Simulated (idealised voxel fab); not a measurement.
process module | voxel ribs on slabs
cross-section cut | 255 nm wide | cells 5 nm
A cross-section is a grid of square cells, given in bands from the top down. A band is one or more rows of cells.
Each band's line starts with the height of the band's top and of its bottom, in nm. Then come its materials from left to right, each with its width in nm. One material with "throughout" fills the band from edge to edge. "air" is empty space.
Height 0 is the level under which the wafer as received is all one material. The lowest band goes on downwards, as in "0 down".
A width such as "30 to 40" changes by the same amount from each row of cells to the next, from the band's top row to its bottom row.
"no change" after a step means that no cell of the cross-section changed.
closed voids: empty space of 8 cells or more with no open way to the top, each as width x height at its distance from the left edge, in nm
after a step's settings: what the simulator itself notes on the step
overlay nm, on a step with a mask: how far to the right of its planned place the mask lay; to the left if negative
plan
1 op RECEIVE | material Si
2 op DIRECTIONAL_DEP | material SiO2 | thk nm 30
3 op DIRECTIONAL_DEP | material polySi | thk nm 25
4 op MASKED_ETCH | tone cover | mask id RIB | width nm 25 | etch materials polySi | depth nm 15 | overlay nm 0
5 op MASKED_ETCH | tone cover | mask id SLAB | width nm 75 | etch materials polySi | depth nm 10 | overlay nm 0
6 op FILL_DEP | material SiO2 | thk nm 15
7 op CMP | height nm 65
8 op DIRECTIONAL_DEP | material TiN | thk nm 10
9 op PATTERN | tone cover | mask id HEATER | material resist | width nm 35 | thk nm 15 | overlay nm 0
10 op DIRECTIONAL_ETCH | etch materials TiN | depth nm 10
11 op STRIP | etch materials resist
12 op CONFORMAL_DEP | material SiO2 | thk nm 5
as received, after step 1
  0 down: Si throughout
  closed voids: none
first wafer at the end, as planned
  80 to 75: air 105 | SiO2 45 | air 105
  75 to 70: air 105 | SiO2 5 | TiN 35 | SiO2 5 | air 105
  70 to 65: SiO2 110 | TiN 35 | SiO2 110
  65 to 55: SiO2 throughout
  55 to 40: SiO2 115 | polySi 25 | SiO2 115
  40 to 30: SiO2 90 | polySi 75 | SiO2 90
  30 to 0: SiO2 throughout
  0 down: Si throughout
  closed voids: none
second wafer at the end: like start, like plan, one mistake
  80 to 75: air 105 | SiO2 45 | air 105
  75 to 70: air 105 | SiO2 5 | TiN 35 | SiO2 5 | air 105
  70 to 65: SiO2 110 | TiN 35 | SiO2 110
  65 to 25: SiO2 throughout
  25 to 0: polySi throughout
  0 down: Si throughout
  closed voids: none
what went wrong: steps 2 and 3 were swapped
at the end the second wafer has, in cells: 210 fewer of SiO2 | 210 more of polySi
